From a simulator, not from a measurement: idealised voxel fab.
process module | voxel local oxidation
cross-section cut | 295 nm wide | cells 5 nm
A cross-section is a grid of square cells, given in bands from the top down. A band is one or more rows of cells.
Each band's line starts with the height of the band's top and of its bottom, in nm. Then come its materials from left to right, each with its width in nm. One material with "throughout" fills the band from edge to edge. "air" is empty space.
Height 0 is the level under which the wafer as received is all one material. The lowest band goes on downwards, as in "0 down".
A width such as "30 to 40" changes by the same amount from each row of cells to the next, from the band's top row to its bottom row.
"no change" after a step means that no cell of the cross-section changed.
closed voids: empty space of 8 cells or more with no open way to the top, each as width x height at its distance from the left edge, in nm
after a step's settings: what the simulator itself notes on the step
overlay nm, on a step with a mask: how far to the right of its planned place the mask lay; to the left if negative
plan
1 op RECEIVE | material Si
2 op CONFORMAL_DEP | material SiO2 | thk nm 5
3 op CONFORMAL_DEP | material SiN | thk nm 15
4 op MASKED_ETCH | tone cover | mask id ACTIVE | width nm 100 | etch materials SiN | depth nm 15 | overlay nm 0
5 op SELECTIVE_ETCH | etch materials SiO2 | depth nm 5
6 op OXIDIZE | depth nm 10
7 op STRIP | etch materials SiN
first wafer, as planned
as received, after step 1
  0 down: Si throughout
  closed voids: none
after step 2
  5 to 0: SiO2 throughout
  below 0: unchanged
after step 3
  20 to 5: SiN throughout
  below 5: unchanged
after step 4
  20 to 5: air 95 | SiN 100 | air 100
  below 5: unchanged
after step 5
  20 to 5: air 95 | SiN 100 | air 100
  5 to 0: air 100 | SiO2 90 | air 105
  below 0: unchanged
after step 6
  20 to 5: air 95 | SiN 100 | air 100
  5 to 0: air 100 | SiO2 90 | air 105
  0 to -10: SiO2 110 | Si 70 | SiO2 115
  below -10: unchanged
after step 7
  5 to 0: air 100 | SiO2 90 | air 105
  below 0: unchanged
second wafer: like start, like plan, one mistake. Through step 3 it matches the first wafer
when step 4 should have ended
  20 to 5: air 95 | SiN 100 | air 100
  below 5: unchanged
when step 5 should have ended
  20 to 5: air 95 | SiN 100 | air 100
  5 to 0: air 100 | SiO2 90 | air 105
  below 0: unchanged
when step 6 should have ended
  20 to 5: air 95 | SiN 100 | air 100
  5 to 0: air 100 | SiO2 90 | air 105
  0 to -10: SiO2 110 | Si 70 | SiO2 115
  below -10: unchanged
when step 7 should have ended
  5 to 0: air 100 | SiO2 90 | air 105
  below 0: unchanged
what went wrong: step 4 was run twice
at the end the two cross-sections are the same: no effect in what this model computes
